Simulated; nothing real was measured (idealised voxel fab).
Module name: voxel fin reveal (process module)
Shown is cross-section cut, with a width of 295 nm and square cells of size 5 nm.
Cross-section spec: square-cell grid; bands listed top down; each band is one or more rows. A band entry consists of two parts. The first gives the height of the band's top and the height of its bottom, in nm. The rest lists the band's materials from left to right, each with its width in nm. A single material labelled with the word "everywhere" fills the band from edge to edge, and the word "empty" marks empty space. For the purposes of this specification, 0 denotes the height below which the wafer in its as-received condition is composed wholly of one material, and the lowermost band, lacking a lower limit, extends downward without end, as expressed in "from 0 down". The width entry "30->40" should be interpreted row by row: the top row of cells in the band takes the first number, the bottom row takes the second number, and the change between adjacent rows is uniform throughout. Reading "no modification" for a step: not a cell of the cross-section changed in it. Heads up: "Trapped cavities" only lists the empty pockets with no open path to the top that are 8 cells or more, and it writes them as width x height at distance, distance from the left edge, in nm. Read whatever lies past the settings on a step's line as the simulator's own remark about the step. The setting "overlay nm" may be written on the line of a step. When the step uses a mask, the value reports how far to the right of the planned place the mask lay, and a negative value reports that it lay to the left.

Intended process steps:
1: RECEIVE | material Si
2: CONFORMAL_DEP | material SiN | thk nm 10
3: DIRECTIONAL_DEP | material aC | thk nm 10
4: PATTERN | tone cover | mask id FINS | material resist | width nm 15 | pitch nm 45 | thk nm 30 | overlay nm 0
5: DIRECTIONAL_ETCH | etch materials aC | depth nm 10
6: STRIP | etch materials resist
7: DIRECTIONAL_ETCH | etch materials SiN | depth nm 10
8: DIRECTIONAL_ETCH | etch materials Si | depth nm 40
9: STRIP | etch materials aC
10: FILL_DEP | material SiO2 | thk nm 5
11: CMP | height nm 10
12: SELECTIVE_ETCH | etch materials SiO2 | depth nm 25
13: STRIP | etch materials SiN

So this is the incoming wafer in cross-section - it's already been through step 1:
    from 0 down | Si everywhere
    Trapped cavities: none

Cross-sectional image of the first of two wafers at the end of the module, the run having proceeded as planned:
    from 0 to -15 | 70 of empty / 15 of Si / 30 of empty / 15 of Si / 30 of empty / 15 of Si / 30 of empty / 15 of Si / 75 of empty
    from -15 to -40 | 70 of SiO2 / 15 of Si / 30 of SiO2 / 15 of Si / 30 of SiO2 / 15 of Si / 30 of SiO2 / 15 of Si / 75 of SiO2
    from -40 down | Si everywhere
    Trapped cavities: none

Second wafer of the two, sectioned at the end of the module. It began like the first and followed the same plan, but one mistake was made while running it:
    from 0 to -15 | 70 of empty / 15 of Si / 30 of empty / 15 of Si / 30 of empty / 15 of Si / 30 of empty / 15 of Si / 75 of empty
    from -15 to -80 | 70 of SiO2 / 15 of Si / 30 of SiO2 / 15 of Si / 30 of SiO2 / 15 of Si / 30 of SiO2 / 15 of Si / 75 of SiO2
    from -80 down | Si everywhere
    Trapped cavities: none
what went wrong: step 8 in the plan was executed twice
Once processing is complete, comparing cell counts shows that the second wafer has more or fewer of certain materials than the first: Si: 376 fewer, SiO2: 376 more
